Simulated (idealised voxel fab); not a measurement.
process module | voxel tone inversion
Cross-section cut spans 180 nm and uses square cells 5 nm in size.
Cross-section format: a grid of square cells, given as bands from top to bottom; each band is one or more rows of cells. Band: top height; bottom height; in nm. Then, left to right: material with width in nm, for each material. "full width": a single material spanning edge to edge. "blank": empty space. Measure heights from 0. That's the level where, below it, the as-received wafer is all one material. The lowest band is bottomless and extends downward; write it as in "top 0, no bottom". You'd read "30->40" like this: the band's top row of cells is as wide as the first number, its bottom row is as wide as the second, and going down, every row changes width by the same amount as the row before did. A step reported as "left unchanged" is a step in which no cell of the cross-section changed. "Voids, enclosed": empty spaces of 8 cells or more with no open way to the top, each given as width x height at distance, distance from the left edge, all in nm. That trailing text on a step's line, after the settings, is the simulator's own remark on the step. overlay nm: right-of-plan distance of the mask on a masked step; negative values mean left-of-plan.
[List of planned process steps]
1,RECEIVE: material Si
2,CONFORMAL_DEP: material SiCN, thk nm 5
3,DIRECTIONAL_DEP: material aC, thk nm 15
4,PATTERN: tone cover, mask id POSTS, material resist, width nm 15, pitch nm 35, thk nm 10, overlay nm 0
5,DIRECTIONAL_ETCH: etch materials aC, depth nm 15
6,STRIP: etch materials resist
7,FILL_DEP: material SiO2, thk nm 10
8,CMP: height nm 20
9,STRIP: etch materials aC
10,CONFORMAL_DEP: material TiN, thk nm 5
11,FILL_DEP: material Ru, thk nm 5
12,CMP: height nm 20
13,CONFORMAL_DEP: material SiCN, thk nm 5
It is noted that the wafers described herein are identical at the outset and are distinguished by the thk nm of step 4; the value stated in the plan corresponds to the first wafer.
[Sectional view: first of several wafers, as received, after step 1]
> top 0, no bottom | Si full width
> Voids, enclosed: none
[wafer rows; end of module; cells per material since receipt: (+) gained, (-) lost; then closed voids]
thk nm 10; +72 SiCN; +90 SiO2; +18 aC; Voids, enclosed: none
thk nm 15; +6 Ru; +72 SiCN; +81 SiO2; +21 TiN; Voids, enclosed: none
thk nm 20; +6 Ru; +72 SiCN; +81 SiO2; +21 TiN; Voids, enclosed: none
thk nm 25; +6 Ru; +72 SiCN; +81 SiO2; +21 TiN; Voids, enclosed: none
thk nm 30; +6 Ru; +72 SiCN; +81 SiO2; +21 TiN; Voids, enclosed: none
thk nm 35; +6 Ru; +72 SiCN; +81 SiO2; +21 TiN; Voids, enclosed: none
